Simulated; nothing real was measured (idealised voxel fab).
Documented hereafter: the process module known as voxel self aligned contacts.
This is section cut - it's 245 nm across, gridded in 5 nm square cells.
Cross-section = grid of square cells, listed top down in bands; band = one or more rows. Band: top height; bottom height; in nm. Then, left to right: material with width in nm, for each material. "full width": a single material spanning edge to edge. "empty": empty space. Heights are measured from 0, the level below which the as-received wafer is all one material; the lowest band has no bottom and continues downward, written as in "0 and below". You'd read "30..40" like this: the band's top row of cells is as wide as the first number, its bottom row is as wide as the second, and going down, every row changes width by the same amount as the row before did. For the purposes of this document, the phrase "nothing different" attached to a step denotes that no cell within the cross-section was modified by that step. Entry "Encapsulated voids" = empty spaces >= 8 cells with no open way to the top; each as width x height at distance, distance from left edge, all nm. Text after the settings on a step's line: the simulator's own remark on that step. Each step line may optionally specify "overlay nm", which for a step with a mask gives the rightward distance between the mask's planned place and where it lay, a negative value indicating the leftward direction.

## Intended process steps
1. RECEIVE (material Si)
2. OXIDIZE (depth nm 5)
3. DIRECTIONAL_DEP (material polySi; thk nm 30)
4. DIRECTIONAL_DEP (material SiN; thk nm 15)
5. MASKED_ETCH (tone cover; mask id GATE; width nm 35; pitch nm 70; etch materials SiN; depth nm 15; overlay nm -15)
6. MASKED_ETCH (tone cover; mask id GATE; width nm 35; pitch nm 70; etch materials polySi; depth nm 30; overlay nm 0)
7. CONFORMAL_DEP (material SiN; thk nm 5)
8. DIRECTIONAL_ETCH (etch materials SiN; depth nm 5)
9. FILL_DEP (material SiO2; thk nm 15)
10. CMP (height nm 50)
11. DIRECTIONAL_DEP (material aC; thk nm 15)
12. PATTERN (tone open; mask id CONTACT; material resist; width nm 55; pitch nm 70; thk nm 35; overlay nm 0)
13. DIRECTIONAL_ETCH (etch materials aC; depth nm 15)
14. STRIP (etch materials resist)
15. DIRECTIONAL_ETCH (etch materials SiO2; depth nm 55)
16. STRIP (etch materials aC)
17. CONFORMAL_DEP (material TiN; thk nm 5)
18. FILL_DEP (material Ru; thk nm 10)
19. CMP (height nm 50)
20. CONFORMAL_DEP (material SiCN; thk nm 5)
The overlay nm used in step 5 is not the same on every wafer, whereas the starting condition is; the value printed in the plan is the first wafer's.

## The first of several wafers, as received after step 1, seen in section
0 and below  Si full width
Encapsulated voids: none

## Here is the cross-section of the first of several wafers at the end of the module, after its last step, step 20
55 down to 50  SiCN full width
50 down to 45  SiO2=60, then TiN=5, then Ru=15, then TiN=35, then SiO2=15, then TiN=5, then Ru=15, then TiN=35, then SiO2=60
45 down to 35  SiO2=15, then SiN=45, then TiN=5, then Ru=15, then TiN=5, then SiN=45, then TiN=5, then Ru=15, then TiN=5, then SiN=45, then SiO2=45
35 down to 30  SiO2=15, then SiN=45, then TiN=25, then SiN=45, then TiN=25, then SiN=45, then SiO2=45
30 down to 0  SiO2=15, then SiN=5, then polySi=50, then SiN=5, then TiN=10, then SiN=5, then polySi=50, then SiN=5, then TiN=10, then SiN=5, then polySi=50, then SiN=5, then SiO2=30
0 down to -5  SiO2=75, then TiN=10, then SiO2=60, then TiN=10, then SiO2=90
-5 and below  Si full width
Encapsulated voids: none

## At the end of the module, the last of several wafers in cross-section
55 down to 50  SiCN full width
50 down to 45  SiO2=60, then TiN=35, then Ru=15, then TiN=5, then SiO2=15, then TiN=35, then Ru=15, then TiN=5, then SiO2=60
45 down to 35  SiO2=45, then SiN=45, then TiN=5, then Ru=15, then TiN=5, then SiN=45, then TiN=5, then Ru=15, then TiN=5, then SiN=45, then SiO2=15
35 down to 30  SiO2=45, then SiN=45, then TiN=25, then SiN=45, then TiN=25, then SiN=45, then SiO2=15
30 down to 0  SiO2=30, then SiN=5, then polySi=50, then SiN=5, then TiN=10, then SiN=5, then polySi=50, then SiN=5, then TiN=10, then SiN=5, then polySi=50, then SiN=5, then SiO2=15
0 down to -5  SiO2=90, then TiN=10, then SiO2=60, then TiN=10, then SiO2=75
-5 and below  Si full width
Encapsulated voids: none

## Each row below is a wafer at the end of the module, listing for every material the number of cells it has gained (+) or lost (-) since it was received, followed by its closed voids
overlay nm -15, +18 Ru, -49 Si, +49 SiCN, +117 SiN, +162 SiO2, +62 TiN, +180 polySi, Encapsulated voids: none
overlay nm -10, +32 Ru, -49 Si, +49 SiCN, +117 SiN, +166 SiO2, +62 TiN, +162 polySi, Encapsulated voids: none
overlay nm -5, +46 Ru, -49 Si, +49 SiCN, +117 SiN, +170 SiO2, +62 TiN, +144 polySi, Encapsulated voids: none
overlay nm 0, +60 Ru, -49 Si, +49 SiCN, +117 SiN, +174 SiO2, +62 TiN, +126 polySi, Encapsulated voids: none
overlay nm 5, +46 Ru, -49 Si, +49 SiCN, +117 SiN, +170 SiO2, +62 TiN, +144 polySi, Encapsulated voids: none
overlay nm 10, +32 Ru, -49 Si, +49 SiCN, +117 SiN, +166 SiO2, +62 TiN, +162 polySi, Encapsulated voids: none
overlay nm 15, +18 Ru, -49 Si, +49 SiCN, +117 SiN, +162 SiO2, +62 TiN, +180 polySi, Encapsulated voids: none
